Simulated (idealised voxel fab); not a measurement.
The process module presented herein is designated voxel trench capacitor.
Section shown: cut. Width: 230 nm. Cell size: 5 nm, square.
Cross-sections here: square-cell grids, written as top-down lists of bands, a band being one or more rows of cells.
Each band's line starts with the height of the band's top and of its bottom, in nm. Then come its materials from left to right, each with its width in nm. One material with "edge to edge" fills the band from edge to edge. "blank" is empty space.
Convention: height 0 is the level below which the wafer, as received, is all one material. The lowest band does not terminate at the bottom but continues downward, represented as "top 0, no bottom".
Width: "30 to 40" (first number = top row, second number = bottom row, same change from row to row of cells).
It should be understood that the words "nothing altered", when stated for a given step, signify that the cross-section underwent no change in any of its cells during that step.
Entry "Closed void catalog" = empty spaces >= 8 cells with no open way to the top; each as width x height at distance, distance from left edge, all nm.
Formally, on a step line, whatever follows the settings is a remark that the simulator itself makes on the step.
When a step includes a mask, the "overlay nm" setting on its line states how far to the right of its planned place that mask lay, and negative values state how far to the left.

**Planned step list for the process**
1,RECEIVE | material Si
2,CONFORMAL_DEP | material SiN | thk nm 5
3,DIRECTIONAL_DEP | material aC | thk nm 10
4,PATTERN | tone open | mask id TRENCH | material resist | width nm 30 | pitch nm 55 | thk nm 30 | overlay nm 0
5,DIRECTIONAL_ETCH | etch materials aC | depth nm 10
6,STRIP | etch materials resist
7,DIRECTIONAL_ETCH | etch materials SiN | depth nm 5
8,DIRECTIONAL_ETCH | etch materials Si | depth nm 30
9,STRIP | etch materials aC
10,CONFORMAL_DEP | material HfO2 | thk nm 5
11,CONFORMAL_DEP | material TiN | thk nm 5
12,FILL_DEP | material W | thk nm 5
13,CMP | height nm 5

**So, the first of our two wafers, run just as we planned it**

**as received, after step 1**
	top 0, no bottom = Si edge to edge
	Closed void catalog: none

**Cross-section through the wafer, step 2 finished**
	top 5, bottom 0 = SiN edge to edge
	Under 0: no change, same as before.

**Cross-section through the wafer, step 3 finished**
	top 15, bottom 5 = aC edge to edge
	Under 5: no change, same as before.

**Cross-section through the wafer, step 4 finished**
	top 45, bottom 15 = 70 resist / 30 blank / 25 resist / 30 blank / 75 resist
	Under 15: no change, same as before.

**Cross-section through the wafer, step 5 finished**
	top 35, bottom 15 = 70 resist / 30 blank / 25 resist / 30 blank / 75 resist
	top 15, bottom 5 = 70 aC / 30 blank / 25 aC / 30 blank / 75 aC
	Under 5: no change, same as before.

**Cross-section through the wafer, step 6 finished**
	top 15, bottom 5 = 70 aC / 30 blank / 25 aC / 30 blank / 75 aC
	Under 5: no change, same as before.

**Cross-section through the wafer, step 7 finished**
	top 15, bottom 5 = 70 aC / 30 blank / 25 aC / 30 blank / 75 aC
	top 5, bottom 0 = 70 SiN / 30 blank / 25 SiN / 30 blank / 75 SiN
	Under 0: no change, same as before.

**Cross-section through the wafer, step 8 finished**
	top 15, bottom 5 = 70 aC / 30 blank / 25 aC / 30 blank / 75 aC
	top 5, bottom 0 = 70 SiN / 30 blank / 25 SiN / 30 blank / 75 SiN
	top 0, bottom -30 = 70 Si / 30 blank / 25 Si / 30 blank / 75 Si
	Under -30: no change, same as before.

**Cross-section through the wafer, step 9 finished**
	top 5, bottom 0 = 70 SiN / 30 blank / 25 SiN / 30 blank / 75 SiN
	Under 0: no change, same as before.

**Cross-section through the wafer, step 10 finished**
	top 10, bottom 5 = 75 HfO2 / 20 blank / 35 HfO2 / 20 blank / 80 HfO2
	top 5, bottom 0 = 70 SiN / 5 HfO2 / 20 blank / 5 HfO2 / 25 SiN / 5 HfO2 / 20 blank / 5 HfO2 / 75 SiN
	top 0, bottom -25 = 70 Si / 5 HfO2 / 20 blank / 5 HfO2 / 25 Si / 5 HfO2 / 20 blank / 5 HfO2 / 75 Si
	top -25, bottom -30 = 70 Si / 30 HfO2 / 25 Si / 30 HfO2 / 75 Si
	Under -30: no change, same as before.

**Cross-section through the wafer, step 11 finished**
	top 15, bottom 10 = 80 TiN / 10 blank / 45 TiN / 10 blank / 85 TiN
	top 10, bottom 5 = 75 HfO2 / 5 TiN / 10 blank / 5 TiN / 35 HfO2 / 5 TiN / 10 blank / 5 TiN / 80 HfO2
	top 5, bottom 0 = 70 SiN / 5 HfO2 / 5 TiN / 10 blank / 5 TiN / 5 HfO2 / 25 SiN / 5 HfO2 / 5 TiN / 10 blank / 5 TiN / 5 HfO2 / 75 SiN
	top 0, bottom -20 = 70 Si / 5 HfO2 / 5 TiN / 10 blank / 5 TiN / 5 HfO2 / 25 Si / 5 HfO2 / 5 TiN / 10 blank / 5 TiN / 5 HfO2 / 75 Si
	top -20, bottom -25 = 70 Si / 5 HfO2 / 20 TiN / 5 HfO2 / 25 Si / 5 HfO2 / 20 TiN / 5 HfO2 / 75 Si
	Under -25: no change, same as before.

**Cross-section through the wafer, step 12 finished**
	top 20, bottom 15 = W edge to edge
	top 15, bottom 10 = 80 TiN / 10 W / 45 TiN / 10 W / 85 TiN
	top 10, bottom 5 = 75 HfO2 / 5 TiN / 10 W / 5 TiN / 35 HfO2 / 5 TiN / 10 W / 5 TiN / 80 HfO2
	top 5, bottom 0 = 70 SiN / 5 HfO2 / 5 TiN / 10 W / 5 TiN / 5 HfO2 / 25 SiN / 5 HfO2 / 5 TiN / 10 W / 5 TiN / 5 HfO2 / 75 SiN
	top 0, bottom -20 = 70 Si / 5 HfO2 / 5 TiN / 10 W / 5 TiN / 5 HfO2 / 25 Si / 5 HfO2 / 5 TiN / 10 W / 5 TiN / 5 HfO2 / 75 Si
	Under -20: no change, same as before.

**Cross-section through the wafer, step 13 finished**
	top 5, bottom 0 = 70 SiN / 5 HfO2 / 5 TiN / 10 W / 5 TiN / 5 HfO2 / 25 SiN / 5 HfO2 / 5 TiN / 10 W / 5 TiN / 5 HfO2 / 75 SiN
	Under 0: no change, same as before.

**The second wafer: identical to the first at the outset and in its planned sequence, differing only in that one mistake was made during processing; up to and including step 3, its path is the first wafer's path**

**Second wafer cross-section, taken as of the time the plan sets for step 4 to be done**
	top 45, bottom 15 = 70 blank / 30 resist / 25 blank / 30 resist / 75 blank
	Under 15: no change, same as before.

**Second wafer cross-section, taken as of the time the plan sets for step 5 to be done**
	top 35, bottom 15 = 70 blank / 30 resist / 25 blank / 30 resist / 75 blank
	top 15, bottom 5 = 70 blank / 30 aC / 25 blank / 30 aC / 75 blank
	Under 5: no change, same as before.

**Second wafer cross-section, taken as of the time the plan sets for step 6 to be done**
	top 15, bottom 5 = 70 blank / 30 aC / 25 blank / 30 aC / 75 blank
	Under 5: no change, same as before.

**Second wafer cross-section, taken as of the time the plan sets for step 7 to be done**
	top 15, bottom 5 = 70 blank / 30 aC / 25 blank / 30 aC / 75 blank
	top 5, bottom 0 = 70 blank / 30 SiN / 25 blank / 30 SiN / 75 blank
	Under 0: no change, same as before.

**Second wafer cross-section, taken as of the time the plan sets for step 8 to be done**
	top 15, bottom 5 = 70 blank / 30 aC / 25 blank / 30 aC / 75 blank
	top 5, bottom 0 = 70 blank / 30 SiN / 25 blank / 30 SiN / 75 blank
	top 0, bottom -30 = 70 blank / 30 Si / 25 blank / 30 Si / 75 blank
	Under -30: no change, same as before.

**Second wafer cross-section, taken as of the time the plan sets for step 9 to be done**
	top 5, bottom 0 = 70 blank / 30 SiN / 25 blank / 30 SiN / 75 blank
	Under 0: no change, same as before.

**Second wafer cross-section, taken as of the time the plan sets for step 10 to be done**
	top 10, bottom 5 = 65 blank / 40 HfO2 / 15 blank / 40 HfO2 / 70 blank
	top 5, bottom 0 = 65 blank / 5 HfO2 / 30 SiN / 5 HfO2 / 15 blank / 5 HfO2 / 30 SiN / 5 HfO2 / 70 blank
	top 0, bottom -25 = 65 blank / 5 HfO2 / 30 Si / 5 HfO2 / 15 blank / 5 HfO2 / 30 Si / 5 HfO2 / 70 blank
	top -25, bottom -30 = 70 HfO2 / 30 Si / 25 HfO2 / 30 Si / 75 HfO2
	Under -30: no change, same as before.

**Second wafer cross-section, taken as of the time the plan sets for step 11 to be done**
	top 15, bottom 10 = 60 blank / 50 TiN / 5 blank / 50 TiN / 65 blank
	top 10, bottom 5 = 60 blank / 5 TiN / 40 HfO2 / 5 TiN / 5 blank / 5 TiN / 40 HfO2 / 5 TiN / 65 blank
	top 5, bottom 0 = 60 blank / 5 TiN / 5 HfO2 / 30 SiN / 5 HfO2 / 5 TiN / 5 blank / 5 TiN / 5 HfO2 / 30 SiN / 5 HfO2 / 5 TiN / 65 blank
	top 0, bottom -20 = 60 blank / 5 TiN / 5 HfO2 / 30 Si / 5 HfO2 / 5 TiN / 5 blank / 5 TiN / 5 HfO2 / 30 Si / 5 HfO2 / 5 TiN / 65 blank
	top -20, bottom -25 = 65 TiN / 5 HfO2 / 30 Si / 5 HfO2 / 15 TiN / 5 HfO2 / 30 Si / 5 HfO2 / 70 TiN
	Under -25: no change, same as before.

**Second wafer cross-section, taken as of the time the plan sets for step 12 to be done**
	top 20, bottom 15 = W edge to edge
	top 15, bottom 10 = 60 W / 50 TiN / 5 W / 50 TiN / 65 W
	top 10, bottom 5 = 60 W / 5 TiN / 40 HfO2 / 5 TiN / 5 W / 5 TiN / 40 HfO2 / 5 TiN / 65 W
	top 5, bottom 0 = 60 W / 5 TiN / 5 HfO2 / 30 SiN / 5 HfO2 / 5 TiN / 5 W / 5 TiN / 5 HfO2 / 30 SiN / 5 HfO2 / 5 TiN / 65 W
	top 0, bottom -20 = 60 W / 5 TiN / 5 HfO2 / 30 Si / 5 HfO2 / 5 TiN / 5 W / 5 TiN / 5 HfO2 / 30 Si / 5 HfO2 / 5 TiN / 65 W
	Under -20: no change, same as before.

**Second wafer cross-section, taken as of the time the plan sets for step 13 to be done**
	top 5, bottom 0 = 60 W / 5 TiN / 5 HfO2 / 30 SiN / 5 HfO2 / 5 TiN / 5 W / 5 TiN / 5 HfO2 / 30 SiN / 5 HfO2 / 5 TiN / 65 W
	Under 0: no change, same as before.
What was done differently from what was planned? step 4 was processed under conditions differing from the plan, specifically as PATTERN | tone cover | mask id TRENCH | material resist | width nm 30 | pitch nm 55 | thk nm 30 | overlay nm 0
Final tally in cells, some materials are higher or lower on the second wafer than on the first: HfO2: 22 more, Si: 132 fewer, SiN: 22 fewer, TiN: 22 more, W: 110 more
